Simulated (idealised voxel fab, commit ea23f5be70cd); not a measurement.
process module | voxel released beams
cross-section cut | 285 nm wide | cells 5 nm
A cross-section is a grid of square cells, given in bands from the top down. A band is one or more rows of cells.
Each band's line starts with the height of the band's top and of its bottom, in nm. Then come its materials from left to right, each with its width in nm. One material with "throughout" fills the band from edge to edge. "air" is empty space.
Height 0 is the level under which the wafer as received is all one material. The lowest band goes on downwards, as in "0 down".
A width such as "30 to 40" changes by the same amount from each row of cells to the next, from the band's top row to its bottom row.
"no change" after a step means that no cell of the cross-section changed.
closed voids: empty space of 8 cells or more with no open way to the top, each as width x height at its distance from the left edge, in nm
after a step's settings: what the simulator itself notes on the step
overlay nm, on a step with a mask: how far to the right of its planned place the mask lay; to the left if negative
plan
1 op RECEIVE | material Si
2 op CONFORMAL_DEP | material SiN | thk nm 5
3 op DIRECTIONAL_DEP | material SiO2 | thk nm 20
4 op PATTERN | tone open | mask id ANCHOR | material resist | width nm 30 | thk nm 15 | overlay nm 0
5 op DIRECTIONAL_ETCH | etch materials SiO2 | depth nm 20
6 op STRIP | etch materials resist
7 op CONFORMAL_DEP | material TiN | thk nm 10
8 op DIRECTIONAL_DEP | material aC | thk nm 10
9 op PATTERN | tone cover | mask id BEAM | material resist | width nm 110 | thk nm 25 | overlay nm 0
10 op DIRECTIONAL_ETCH | etch materials aC | depth nm 10
11 op STRIP | etch materials resist
12 op DIRECTIONAL_ETCH | etch materials TiN | depth nm 10
13 op STRIP | etch materials aC
14 op STRIP | etch materials SiO2
first wafer, as planned
as received, after step 1
  0 down: Si throughout
  closed voids: none
after step 2
  5 to 0: SiN throughout
  below 0: unchanged
after step 3
  25 to 5: SiO2 throughout
  below 5: unchanged
after step 4
  40 to 25: resist 90 | air 30 | resist 165
  below 25: unchanged
after step 5
  40 to 25: resist 90 | air 30 | resist 165
  25 to 5: SiO2 90 | air 30 | SiO2 165
  below 5: unchanged
after step 6
  25 to 5: SiO2 90 | air 30 | SiO2 165
  below 5: unchanged
after step 7
  35 to 25: TiN 100 | air 10 | TiN 175
  25 to 15: SiO2 90 | TiN 10 | air 10 | TiN 10 | SiO2 165
  15 to 5: SiO2 90 | TiN 30 | SiO2 165
  below 5: unchanged
after step 8
  45 to 35: aC 100 | air 10 | aC 175
  35 to 25: TiN 100 | air 10 | TiN 175
  25 to 15: SiO2 90 | TiN 10 | aC 10 | TiN 10 | SiO2 165
  below 15: unchanged
after step 9
  70 to 45: air 85 | resist 110 | air 90
  45 to 35: aC 100 | resist 10 | aC 175
  35 to 25: TiN 100 | resist 10 | TiN 175
  below 25: unchanged
after step 10
  60 to 45: air 85 | resist 110 | air 90
  45 to 35: air 85 | aC 15 | resist 10 | aC 85 | air 90
  below 35: unchanged
after step 11
  45 to 35: air 85 | aC 15 | air 10 | aC 85 | air 90
  35 to 25: TiN 100 | air 10 | TiN 175
  below 25: unchanged
after step 12
  45 to 35: air 85 | aC 15 | air 10 | aC 85 | air 90
  35 to 25: air 85 | TiN 15 | air 10 | TiN 85 | air 90
  below 25: unchanged
after step 13
  35 to 25: air 85 | TiN 15 | air 10 | TiN 85 | air 90
  25 to 15: SiO2 90 | TiN 10 | air 10 | TiN 10 | SiO2 165
  below 15: unchanged
after step 14
  35 to 25: air 85 | TiN 15 | air 10 | TiN 85 | air 90
  25 to 15: air 90 | TiN 10 | air 10 | TiN 10 | air 165
  15 to 5: air 90 | TiN 30 | air 165
  below 5: unchanged
second wafer: like start, like plan, one mistake. Through step 2 it matches the first wafer
when step 3 should have ended
  20 to 5: SiO2 throughout
  below 5: unchanged
when step 4 should have ended
  35 to 20: resist 90 | air 30 | resist 165
  below 20: unchanged
when step 5 should have ended
  35 to 20: resist 90 | air 30 | resist 165
  20 to 5: SiO2 90 | air 30 | SiO2 165
  below 5: unchanged
when step 6 should have ended
  20 to 5: SiO2 90 | air 30 | SiO2 165
  below 5: unchanged
when step 7 should have ended
  30 to 20: TiN 100 | air 10 | TiN 175
  20 to 15: SiO2 90 | TiN 10 | air 10 | TiN 10 | SiO2 165
  15 to 5: SiO2 90 | TiN 30 | SiO2 165
  below 5: unchanged
when step 8 should have ended
  40 to 30: aC 100 | air 10 | aC 175
  30 to 25: TiN 100 | air 10 | TiN 175
  25 to 20: TiN 100 | aC 10 | TiN 175
  20 to 15: SiO2 90 | TiN 10 | aC 10 | TiN 10 | SiO2 165
  below 15: unchanged
when step 9 should have ended
  65 to 40: air 85 | resist 110 | air 90
  40 to 30: aC 100 | resist 10 | aC 175
  30 to 25: TiN 100 | resist 10 | TiN 175
  below 25: unchanged
when step 10 should have ended
  55 to 40: air 85 | resist 110 | air 90
  40 to 30: air 85 | aC 15 | resist 10 | aC 85 | air 90
  below 30: unchanged
when step 11 should have ended
  40 to 30: air 85 | aC 15 | air 10 | aC 85 | air 90
  30 to 25: TiN 100 | air 10 | TiN 175
  below 25: unchanged
when step 12 should have ended
  40 to 30: air 85 | aC 15 | air 10 | aC 85 | air 90
  30 to 25: air 85 | TiN 15 | air 10 | TiN 85 | air 90
  25 to 20: air 85 | TiN 15 | aC 10 | TiN 85 | air 90
  below 20: unchanged
when step 13 should have ended
  30 to 20: air 85 | TiN 15 | air 10 | TiN 85 | air 90
  20 to 15: SiO2 90 | TiN 10 | air 10 | TiN 10 | SiO2 165
  below 15: unchanged
when step 14 should have ended
  30 to 20: air 85 | TiN 15 | air 10 | TiN 85 | air 90
  20 to 15: air 90 | TiN 10 | air 10 | TiN 10 | air 165
  15 to 5: air 90 | TiN 30 | air 165
  below 5: unchanged
what went wrong: step 3 ran as: op DIRECTIONAL_DEP | material SiO2 | thk nm 15
at the end the second wafer has, in cells: 4 fewer of TiN
